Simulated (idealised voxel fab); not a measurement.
process module | voxel fin reveal
cross-section cut | 270 nm wide | cells 5 nm
A cross-section is a grid of square cells, given in bands from the top down. A band is one or more rows of cells.
Each band's line starts with the height of the band's top and of its bottom, in nm. Then come its materials from left to right, each with its width in nm. One material with "throughout" fills the band from edge to edge. "air" is empty space.
Height 0 is the level under which the wafer as received is all one material. The lowest band goes on downwards, as in "0 down".
A width such as "30 to 40" changes by the same amount from each row of cells to the next, from the band's top row to its bottom row.
"no change" after a step means that no cell of the cross-section changed.
closed voids: empty space of 8 cells or more with no open way to the top, each as width x height at its distance from the left edge, in nm
after a step's settings: what the simulator itself notes on the step
overlay nm, on a step with a mask: how far to the right of its planned place the mask lay; to the left if negative
plan
1 op RECEIVE | material Si
2 op CONFORMAL_DEP | material SiN | thk nm 10
3 op MASKED_ETCH | tone cover | mask id FINS | width nm 15 | pitch nm 40 | etch materials SiN | depth nm 10 | overlay nm 0
4 op MASKED_ETCH | tone cover | mask id FINS | width nm 15 | pitch nm 40 | etch materials Si | depth nm 30 | overlay nm 0
5 op OXIDIZE | depth nm 5
6 op FILL_DEP | material SiO2 | thk nm 5
7 op CMP | height nm 10
8 op SELECTIVE_ETCH | etch materials SiO2 | depth nm 30
9 op STRIP | etch materials SiN
10 op CONFORMAL_DEP | material HfO2 | thk nm 5
as received, after step 1
  0 down: Si throughout
  closed voids: none
a wafer at the end: this start, this plan, one mistake
  5 to 0: HfO2 105 | air 15 | HfO2 25 | air 15 | HfO2 110
  0 to -5: Si 100 | HfO2 25 | Si 15 | HfO2 25 | Si 105
  -5 down: Si throughout
  closed voids: none
what went wrong: step 3 ran as: op MASKED_ETCH | tone open | mask id FINS | width nm 15 | pitch nm 40 | etch materials SiN | depth nm 10 | overlay nm 0
